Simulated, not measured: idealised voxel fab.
This is a process module. Its name is voxel double patterning.
In the cross-section labelled cut, the width is 210 nm and each square cell is 5 nm.
Cross-section layout: square cells on a grid; listed as bands, top to bottom; a band spans one or more cell rows.
In this notation a band is specified by the heights of its top and bottom, in that order and in nm, after which its materials appear from left to right, each paired with its width in nm. The word "all across" attached to a single material means that material fills the band from edge to edge; the word "air" stands for empty space.
Height 0 is the level under which the wafer as received is all one material. The lowest band goes on downwards, as in "0 -> down".
Width spec "30->40" -> top row of cells at first value, bottom row at second value, equal per-row change in between.
The cross-section has no changed cell in any step marked "left unchanged".
Basically, "Closed cavities" tells you about the enclosed voids: empty spaces with no open way to the top, 8 cells or bigger, each written width x height at distance, where distance is from the left edge, all in nm.
Read whatever lies past the settings on a step's line as the simulator's own remark about the step.
Among the settings permitted on a step's line is "overlay nm"; applied to a step with a mask, it specifies the extent to which the mask lay to the right of its planned position, whereas a negative figure signifies a position to the left.

-- Below is the list of planned process steps
1: op RECEIVE | material Si
2: op CONFORMAL_DEP | material SiO2 | thk nm 10
3: op DIRECTIONAL_DEP | material polySi | thk nm 10
4: op DIRECTIONAL_DEP | material SiN | thk nm 10
5: op DIRECTIONAL_DEP | material aC | thk nm 10
6: op PATTERN | tone open | mask id FIRST | material resist | width nm 15 | pitch nm 50 | thk nm 25 | overlay nm 0
7: op DIRECTIONAL_ETCH | etch materials aC | depth nm 10
8: op STRIP | etch materials resist
9: op DIRECTIONAL_ETCH | etch materials SiN | depth nm 10
10: op STRIP | etch materials aC
11: op MASKED_ETCH | tone open | mask id SECOND | width nm 15 | pitch nm 50 | etch materials SiN | depth nm 10 | overlay nm 0
12: op DIRECTIONAL_ETCH | etch materials polySi | depth nm 10
13: op STRIP | etch materials SiN

-- The cross-section here shows the wafer as received, i.e. in its state after step 1
	0 -> down = Si all across
	Closed cavities: none

-- As-planned run: cross-section of the first of two wafers at end of module
	20 -> 10 = polySi (45) | air (15) | polySi (10) | air (15) | polySi (10) | air (15) | polySi (10) | air (15) | polySi (10) | air (15) | polySi (50)
	10 -> 0 = SiO2 all across
	0 -> down = Si all across
	Closed cavities: none

-- Wafer two, sectioned after the module: the first wafer's start, the first wafer's plan, and one mistake in how it was run
	20 -> 15 = polySi (45) | air (15) | polySi (10) | air (15) | polySi (10) | air (15) | polySi (10) | air (15) | polySi (10) | air (15) | polySi (50)
	15 -> 10 = polySi all across
	10 -> 0 = SiO2 all across
	0 -> down = Si all across
	Closed cavities: none
The mistake made against the process plan was this: rather than as planned, step 12 actually ran as op DIRECTIONAL_ETCH | etch materials polySi | depth nm 5
At the finish, the second wafer shows more or fewer cells for some materials than the first does: 15 more of polySi
